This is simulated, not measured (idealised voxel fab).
process module | voxel ribs on slabs
cross-section cut | 270 nm wide | cells 5 nm
A cross-section is a grid of square cells, given in bands from the top down. A band is one or more rows of cells.
Each band's line starts with the height of the band's top and of its bottom, in nm. Then come its materials from left to right, each with its width in nm. One material with "throughout" fills the band from edge to edge. "air" is empty space.
Height 0 is the level under which the wafer as received is all one material. The lowest band goes on downwards, as in "0 down".
A width such as "30 to 40" changes by the same amount from each row of cells to the next, from the band's top row to its bottom row.
"no change" after a step means that no cell of the cross-section changed.
closed voids: empty space of 8 cells or more with no open way to the top, each as width x height at its distance from the left edge, in nm
after a step's settings: what the simulator itself notes on the step
overlay nm, on a step with a mask: how far to the right of its planned place the mask lay; to the left if negative
plan
1 op RECEIVE | material Si
2 op DIRECTIONAL_DEP | material SiO2 | thk nm 30
3 op DIRECTIONAL_DEP | material SiN | thk nm 20
4 op MASKED_ETCH | tone cover | mask id RIB | width nm 20 | etch materials SiN | depth nm 15 | overlay nm 0
5 op MASKED_ETCH | tone cover | mask id SLAB | width nm 50 | etch materials SiN | depth nm 5 | overlay nm 0
6 op FILL_DEP | material SiO2 | thk nm 20
7 op CMP | height nm 65
8 op DIRECTIONAL_DEP | material TiN | thk nm 5
9 op DIRECTIONAL_DEP | material aC | thk nm 15
10 op PATTERN | tone cover | mask id HEATER | material resist | width nm 30 | thk nm 35 | overlay nm 0
11 op DIRECTIONAL_ETCH | etch materials aC | depth nm 15
12 op STRIP | etch materials resist
13 op DIRECTIONAL_ETCH | etch materials TiN | depth nm 5
14 op STRIP | etch materials aC
15 op CONFORMAL_DEP | material SiO2 | thk nm 5
as received, after step 1
  0 down: Si throughout
  closed voids: none
first wafer at the end, as planned
  75 to 70: air 115 | SiO2 40 | air 115
  70 to 65: SiO2 120 | TiN 30 | SiO2 120
  65 to 50: SiO2 throughout
  50 to 35: SiO2 125 | SiN 20 | SiO2 125
  35 to 30: SiO2 110 | SiN 50 | SiO2 110
  30 to 0: SiO2 throughout
  0 down: Si throughout
  closed voids: none
second wafer at the end: like start, like plan, one mistake
  75 to 70: air 115 | SiO2 40 | air 115
  70 to 65: SiO2 120 | TiN 30 | SiO2 120
  65 to 60: SiO2 110 | SiN 50 | SiO2 110
  60 to 0: SiO2 throughout
  0 down: Si throughout
  closed voids: none
what went wrong: step 2 was run twice
at the end the second wafer has, in cells: 12 fewer of SiN | 12 more of SiO2
